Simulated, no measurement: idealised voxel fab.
process module | voxel self aligned contacts
cross-section cut | 240 nm wide | cells 5 nm
A cross-section is a grid of square cells, given in bands from the top down. A band is one or more rows of cells.
Each band's line starts with the height of the band's top and of its bottom, in nm. Then come its materials from left to right, each with its width in nm. One material with "throughout" fills the band from edge to edge. "air" is empty space.
Height 0 is the level under which the wafer as received is all one material. The lowest band goes on downwards, as in "0 down".
A width such as "30 to 40" changes by the same amount from each row of cells to the next, from the band's top row to its bottom row.
"no change" after a step means that no cell of the cross-section changed.
closed voids: empty space of 8 cells or more with no open way to the top, each as width x height at its distance from the left edge, in nm
after a step's settings: what the simulator itself notes on the step
overlay nm, on a step with a mask: how far to the right of its planned place the mask lay; to the left if negative
plan
1 op RECEIVE | material Si
2 op OXIDIZE | depth nm 5
3 op DIRECTIONAL_DEP | material polySi | thk nm 20
4 op DIRECTIONAL_DEP | material SiN | thk nm 15
5 op PATTERN | tone cover | mask id GATE | material resist | width nm 30 | pitch nm 60 | thk nm 20 | overlay nm 0
6 op DIRECTIONAL_ETCH | etch materials SiN | depth nm 15
7 op DIRECTIONAL_ETCH | etch materials polySi | depth nm 20
8 op STRIP | etch materials resist
9 op CONFORMAL_DEP | material SiN | thk nm 5
10 op DIRECTIONAL_ETCH | etch materials SiN | depth nm 5
11 op FILL_DEP | material SiO2 | thk nm 15
12 op CMP | height nm 40
13 op PATTERN | tone open | mask id CONTACT | material resist | width nm 40 | thk nm 15 | overlay nm -15
14 op DIRECTIONAL_ETCH | etch materials SiO2 | depth nm 45
15 op STRIP | etch materials resist
16 op CONFORMAL_DEP | material TiN | thk nm 5
17 op FILL_DEP | material Ru | thk nm 5
18 op CMP | height nm 40
19 op CONFORMAL_DEP | material SiCN | thk nm 5
varied across the wafers: overlay nm of step 13. The plan shows the first wafer's value. All wafers start alike
first wafer as received, after step 1
  0 down: Si throughout
  closed voids: none
first wafer at the end, after step 19
  45 to 40: SiCN throughout
  40 to 35: SiO2 85 | TiN 30 | Ru 5 | TiN 5 | SiO2 115
  35 to 20: SiO2 70 | SiN 40 | TiN 5 | Ru 5 | TiN 5 | SiO2 5 | SiN 40 | SiO2 70
  20 to 0: SiO2 70 | SiN 5 | polySi 30 | SiN 5 | TiN 5 | Ru 5 | TiN 5 | SiO2 5 | SiN 5 | polySi 30 | SiN 5 | SiO2 70
  0 to -5: SiO2 110 | TiN 15 | SiO2 115
  -5 down: Si throughout
  closed voids: none
last wafer at the end
  45 to 40: SiCN throughout
  40 to 35: SiO2 115 | TiN 5 | Ru 5 | TiN 30 | SiO2 85
  35 to 20: SiO2 70 | SiN 40 | SiO2 5 | TiN 5 | Ru 5 | TiN 5 | SiN 40 | SiO2 70
  20 to 0: SiO2 70 | SiN 5 | polySi 30 | SiN 5 | SiO2 5 | TiN 5 | Ru 5 | TiN 5 | SiN 5 | polySi 30 | SiN 5 | SiO2 70
  0 to -5: SiO2 115 | TiN 15 | SiO2 110
  -5 down: Si throughout
  closed voids: none
each wafer at the end: cells of each material gained (+) or lost (-) since it was received, then its closed voids
overlay nm -15 | +8 Ru | -48 Si | +48 SiCN | +64 SiN | +288 SiO2 | +24 TiN | +48 polySi | closed voids: none
overlay nm -10 | +16 Ru | -48 Si | +48 SiCN | +64 SiN | +280 SiO2 | +24 TiN | +48 polySi | closed voids: none
overlay nm -5 | +16 Ru | -48 Si | +48 SiCN | +64 SiN | +280 SiO2 | +24 TiN | +48 polySi | closed voids: none
overlay nm 0 | +16 Ru | -48 Si | +48 SiCN | +64 SiN | +280 SiO2 | +24 TiN | +48 polySi | closed voids: none
overlay nm 5 | +16 Ru | -48 Si | +48 SiCN | +64 SiN | +280 SiO2 | +24 TiN | +48 polySi | closed voids: none
overlay nm 10 | +16 Ru | -48 Si | +48 SiCN | +64 SiN | +280 SiO2 | +24 TiN | +48 polySi | closed voids: none
overlay nm 15 | +8 Ru | -48 Si | +48 SiCN | +64 SiN | +288 SiO2 | +24 TiN | +48 polySi | closed voids: none
